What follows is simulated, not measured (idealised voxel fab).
Module name: voxel plated lines (process module)
Pictured: cross-section cut, 170 nm wide, on a grid of 5 nm square cells.
We lay out every cross-section as a grid of square cells and spell it out in bands from the top down, where one band means one or more rows of cells.
Heads up on the band format: heights come first, top then bottom, in nm. After that it's the materials left to right, each with its width in nm. A single material flagged "throughout" fills the whole band edge to edge, and "air" means there's empty space there.
We count height from 0. Below that, the starting wafer is all one material. The lowest band never ends at the bottom but goes on down; see "0 nm and below" for how that is written.
It should be noted that a width expressed as "30 to 40" varies in equal increments from row to row of cells within the band, taking the value of the first number at the top row and that of the second number at the bottom row.
A step reported as "no alteration" is a step in which no cell of the cross-section changed.
Enclosed voids (no open way to top), threshold 8 cells or more, entry "Closed void table", notation width x height at distance, distance from left edge, nm.
Note: text after step settings on the step line = simulator remark on that step.
overlay nm, on a step with a mask: how far to the right of its planned place the mask lay; to the left if negative

The planned process steps are enumerated hereunder:
1 op RECEIVE | material Si
2 op CONFORMAL_DEP | material SiN | thk nm 5
3 op DIRECTIONAL_DEP | material TiN | thk nm 5
4 op PATTERN | tone open | mask id LINES | material resist | width nm 15 | pitch nm 40 | thk nm 25 | overlay nm 0
5 op EPI | material Ru | thk nm 5
6 op EPI | material Ru | thk nm 5
7 op STRIP | etch materials resist
8 op DIRECTIONAL_ETCH | etch materials TiN | depth nm 5
9 op CONFORMAL_DEP | material SiO2 | thk nm 5
Be aware that, although all wafers share a common starting state, the width nm at step 4 differs among them, and the plan displays the first wafer's value.

Cross-section of the first incoming wafer of several, state after step 1:
0 nm and below: Si throughout
Closed void table: none

Cross-section of the first of several wafers once the module has run through its last step, step 9:
25 nm to 20 nm: air=50 / SiO2=25 / air=15 / SiO2=25 / air=55
20 nm to 10 nm: air=50 / SiO2=5 / Ru=15 / SiO2=5 / air=15 / SiO2=5 / Ru=15 / SiO2=5 / air=55
10 nm to 5 nm: SiO2=55 / TiN=15 / SiO2=25 / TiN=15 / SiO2=60
5 nm to 0 nm: SiN throughout
0 nm and below: Si throughout
Closed void table: none

Cross-sectional depiction of the last of several wafers upon completion of the module:
25 nm to 20 nm: air=45 / SiO2=35 / air=5 / SiO2=35 / air=50
20 nm to 10 nm: air=45 / SiO2=5 / Ru=25 / SiO2=5 / air=5 / SiO2=5 / Ru=25 / SiO2=5 / air=50
10 nm to 5 nm: SiO2=50 / TiN=25 / SiO2=15 / TiN=25 / SiO2=55
5 nm to 0 nm: SiN throughout
0 nm and below: Si throughout
Closed void table: none

The table below has one row for each wafer; a row shows, as of the end of the module, how many cells of each material the wafer has gained, marked (+), or lost, marked (-), since it was received, and then the wafer's closed voids:
width nm 15; +12 Ru; +34 SiN; +46 SiO2; +6 TiN; Closed void table: none
width nm 20; +16 Ru; +34 SiN; +46 SiO2; +8 TiN; Closed void table: none
width nm 25; +20 Ru; +34 SiN; +46 SiO2; +10 TiN; Closed void table: none
